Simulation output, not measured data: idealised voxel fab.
process module | voxel wiring stack
cross-section cut | 245 nm wide | cells 5 nm
A cross-section is a grid of square cells, given in bands from the top down. A band is one or more rows of cells.
Each band's line starts with the height of the band's top and of its bottom, in nm. Then come its materials from left to right, each with its width in nm. One material with "throughout" fills the band from edge to edge. "air" is empty space.
Height 0 is the level under which the wafer as received is all one material. The lowest band goes on downwards, as in "0 down".
A width such as "30 to 40" changes by the same amount from each row of cells to the next, from the band's top row to its bottom row.
"no change" after a step means that no cell of the cross-section changed.
closed voids: empty space of 8 cells or more with no open way to the top, each as width x height at its distance from the left edge, in nm
after a step's settings: what the simulator itself notes on the step
overlay nm, on a step with a mask: how far to the right of its planned place the mask lay; to the left if negative
plan
1 op RECEIVE | material Si
2 op CONFORMAL_DEP | material SiO2 | thk nm 15
3 op CONFORMAL_DEP | material SiN | thk nm 5
4 op DIRECTIONAL_DEP | material SiO2 | thk nm 20
5 op PATTERN | tone open | mask id METAL_1 | material resist | width nm 30 | pitch nm 50 | thk nm 15 | overlay nm 0
6 op DIRECTIONAL_ETCH | etch materials SiO2 | depth nm 20
7 op DIRECTIONAL_ETCH | etch materials SiN | depth nm 5
8 op STRIP | etch materials resist
9 op CONFORMAL_DEP | material TiN | thk nm 5
10 op FILL_DEP | material W | thk nm 10
11 op CMP | height nm 40
12 op CONFORMAL_DEP | material SiCN | thk nm 5
13 op DIRECTIONAL_DEP | material SiO2 | thk nm 20
14 op DIRECTIONAL_DEP | material aC | thk nm 15
15 op PATTERN | tone open | mask id PLUG_1 | material resist | width nm 15 | pitch nm 50 | thk nm 30 | overlay nm 0
16 op DIRECTIONAL_ETCH | etch materials aC | depth nm 15
17 op STRIP | etch materials resist
18 op DIRECTIONAL_ETCH | etch materials SiO2 | depth nm 20
19 op DIRECTIONAL_ETCH | etch materials SiCN | depth nm 5
20 op STRIP | etch materials aC
21 op CONFORMAL_DEP | material TiN | thk nm 5
22 op FILL_DEP | material Cu | thk nm 5
23 op CMP | height nm 65
24 op DIRECTIONAL_DEP | material TiN | thk nm 5
25 op DIRECTIONAL_DEP | material Ru | thk nm 15
26 op MASKED_ETCH | tone cover | mask id METAL_2 | width nm 20 | pitch nm 50 | etch materials Ru | depth nm 15 | overlay nm 0
27 op MASKED_ETCH | tone cover | mask id METAL_2 | width nm 30 | pitch nm 50 | etch materials TiN | depth nm 5 | overlay nm 0
28 op FILL_DEP | material SiO2 | thk nm 10
29 op CMP | height nm 85
30 op CONFORMAL_DEP | material SiCN | thk nm 5
31 op DIRECTIONAL_DEP | material lowk | thk nm 10
32 op MASKED_ETCH | tone open | mask id PLUG_2 | width nm 15 | pitch nm 50 | etch materials lowk | depth nm 10 | overlay nm 0
33 op MASKED_ETCH | tone open | mask id PLUG_2 | width nm 15 | pitch nm 50 | etch materials SiCN | depth nm 5 | overlay nm 0
34 op EPI | material Ru | thk nm 10
35 op EPI | material Ru | thk nm 5
36 op DIRECTIONAL_DEP | material TiN | thk nm 5
37 op DIRECTIONAL_DEP | material W | thk nm 20
38 op PATTERN | tone cover | mask id METAL_3 | material resist | width nm 30 | pitch nm 50 | thk nm 15 | overlay nm 0
39 op DIRECTIONAL_ETCH | etch materials W | depth nm 20
40 op DIRECTIONAL_ETCH | etch materials TiN | depth nm 5
41 op STRIP | etch materials resist
42 op CONFORMAL_DEP | material SiCN | thk nm 5
43 op FILL_DEP | material SiO2 | thk nm 5
44 op CMP | height nm 125
45 op CONFORMAL_DEP | material SiN | thk nm 5
varied across the wafers: width nm of step 26. The plan shows the first wafer's value. All wafers start alike
first wafer as received, after step 1
  0 down: Si throughout
  closed voids: none
first wafer at the end, after step 45
  130 to 125: SiN throughout
  125 to 105: SiO2 50 | SiCN 5 | W 30 | SiCN 5 | SiO2 10 | SiCN 5 | W 30 | SiCN 5 | SiO2 10 | SiCN 5 | W 30 | SiCN 5 | SiO2 55
  105 to 100: SiCN 55 | TiN 30 | SiCN 20 | TiN 30 | SiCN 20 | TiN 30 | SiCN 60
  100 to 90: lowk 55 | Ru 15 | lowk 35 | Ru 15 | lowk 35 | Ru 15 | lowk 75
  90 to 85: SiCN 55 | Ru 15 | SiCN 35 | Ru 15 | SiCN 35 | Ru 15 | SiCN 75
  85 to 70: SiO2 60 | Ru 20 | SiO2 30 | Ru 20 | SiO2 30 | Ru 20 | SiO2 65
  70 to 65: SiO2 55 | TiN 30 | SiO2 20 | TiN 30 | SiO2 20 | TiN 30 | SiO2 60
  65 to 45: SiO2 55 | TiN 5 | Cu 5 | TiN 5 | SiO2 35 | TiN 5 | Cu 5 | TiN 5 | SiO2 35 | TiN 5 | Cu 5 | TiN 5 | SiO2 75
  45 to 40: SiCN 55 | TiN 15 | SiCN 35 | TiN 15 | SiCN 35 | TiN 15 | SiCN 75
  40 to 20: SiO2 55 | TiN 5 | W 20 | TiN 5 | SiO2 20 | TiN 5 | W 20 | TiN 5 | SiO2 20 | TiN 5 | W 20 | TiN 5 | SiO2 60
  20 to 15: SiN 55 | TiN 30 | SiN 20 | TiN 30 | SiN 20 | TiN 30 | SiN 60
  15 to 0: SiO2 throughout
  0 down: Si throughout
  closed voids: none
last wafer at the end
  130 to 125: SiN throughout
  125 to 105: SiO2 50 | SiCN 5 | W 30 | SiCN 5 | SiO2 10 | SiCN 5 | W 30 | SiCN 5 | SiO2 10 | SiCN 5 | W 30 | SiCN 5 | SiO2 55
  105 to 100: SiCN 55 | TiN 30 | SiCN 20 | TiN 30 | SiCN 20 | TiN 30 | SiCN 60
  100 to 90: lowk 55 | Ru 15 | lowk 35 | Ru 15 | lowk 35 | Ru 15 | lowk 75
  90 to 85: SiCN 55 | Ru 15 | SiCN 35 | Ru 15 | SiCN 35 | Ru 15 | SiCN 75
  85 to 70: SiO2 55 | Ru 35 | SiO2 15 | Ru 35 | SiO2 15 | Ru 35 | SiO2 55
  70 to 65: SiO2 55 | TiN 35 | SiO2 15 | TiN 35 | SiO2 15 | TiN 35 | SiO2 55
  65 to 45: SiO2 55 | TiN 5 | Cu 5 | TiN 5 | SiO2 35 | TiN 5 | Cu 5 | TiN 5 | SiO2 35 | TiN 5 | Cu 5 | TiN 5 | SiO2 75
  45 to 40: SiCN 55 | TiN 15 | SiCN 35 | TiN 15 | SiCN 35 | TiN 15 | SiCN 75
  40 to 20: SiO2 55 | TiN 5 | W 20 | TiN 5 | SiO2 20 | TiN 5 | W 20 | TiN 5 | SiO2 20 | TiN 5 | W 20 | TiN 5 | SiO2 60
  20 to 15: SiN 55 | TiN 30 | SiN 20 | TiN 30 | SiN 20 | TiN 30 | SiN 60
  15 to 0: SiO2 throughout
  0 down: Si throughout
  closed voids: none
each wafer at the end: cells of each material gained (+) or lost (-) since it was received, then its closed voids
width nm 20 | +12 Cu | +63 Ru | +135 SiCN | +80 SiN | +673 SiO2 | +111 TiN | +120 W | +80 lowk | closed voids: none
width nm 25 | +12 Cu | +72 Ru | +135 SiCN | +80 SiN | +664 SiO2 | +111 TiN | +120 W | +80 lowk | closed voids: none
width nm 30 | +12 Cu | +81 Ru | +135 SiCN | +80 SiN | +655 SiO2 | +111 TiN | +120 W | +80 lowk | closed voids: none
width nm 35 | +12 Cu | +90 Ru | +135 SiCN | +80 SiN | +643 SiO2 | +114 TiN | +120 W | +80 lowk | closed voids: none
